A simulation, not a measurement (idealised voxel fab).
Title: Process Module voxel quadruple lines
Square cells of 5 nm make up the cross-section cut, whose width is 285 nm.
Reading order for cross-sections: top band down to bottom band. Underlying form: a grid of square cells. Band size: one or more rows of cells. The entry gives the band's vertical extent as a top height and a bottom height in nm, then its horizontal make-up as materials from left to right, each with a width in nm. "empty" stands for empty space; a single material marked "all across" fills the band edge to edge. Ref level 0: as-received wafer is one material below here. Bottom band extends down with no lower bound ("from 0 down"). With a width like "30->40", each row of cells in the band differs from the next by the same amount, the top row carrying the first number and the bottom row the second. "remained unchanged" -> step changed no cross-section cell. "Closed void list" specifies each empty space that is not open to the top and that occupies no fewer than 8 cells, using the form width x height at distance, the distance measured from the left edge and all three quantities in nm. Step line, after settings: the simulator's comment on this step. Each step line may optionally specify "overlay nm", which for a step with a mask gives the rightward distance between the mask's planned place and where it lay, a negative value indicating the leftward direction.
Intended process steps
1 op RECEIVE | material Si
2 op CONFORMAL_DEP | material SiO2 | thk nm 5
3 op DIRECTIONAL_DEP | material W | thk nm 5
4 op DIRECTIONAL_DEP | material polySi | thk nm 20
5 op DIRECTIONAL_DEP | material aC | thk nm 25
6 op PATTERN | tone cover | mask id MANDREL | material resist | width nm 20 | pitch nm 60 | thk nm 35 | overlay nm 0
7 op DIRECTIONAL_ETCH | etch materials aC | depth nm 25
8 op STRIP | etch materials resist
9 op CONFORMAL_DEP | material SiO2 | thk nm 10
10 op DIRECTIONAL_ETCH | etch materials SiO2 | depth nm 10
11 op STRIP | etch materials aC
12 op DIRECTIONAL_ETCH | etch materials polySi | depth nm 20
13 op STRIP | etch materials SiO2
14 op CONFORMAL_DEP | material SiCN | thk nm 5
15 op DIRECTIONAL_ETCH | etch materials SiCN | depth nm 5
16 op STRIP | etch materials polySi
17 op DIRECTIONAL_ETCH | etch materials W | depth nm 10
18 op STRIP | etch materials SiCN
The wafers are alike at the start. At step 3, their thk nm differs. The plan lists the first wafer's value.
So this is the first of several wafers, cross-sectioned as it came to us, meaning it's at the end of step 1
- from 0 down = Si all across
- Closed void list: none
Here is how to read the rows: every wafer has a row, and it shows the wafer at the end of the module, giving for each material how many cells were gained (+) or lost (-) since the wafer was received, then listing its closed voids
thk nm 5 | +57 SiO2 | +8 W | Closed void list: none
thk nm 10 | +57 SiO2 | +16 W | Closed void list: none
thk nm 15 | +57 SiO2 | +73 W | Closed void list: none
thk nm 20 | +57 SiO2 | +130 W | Closed void list: none
thk nm 25 | +57 SiO2 | +187 W | Closed void list: none
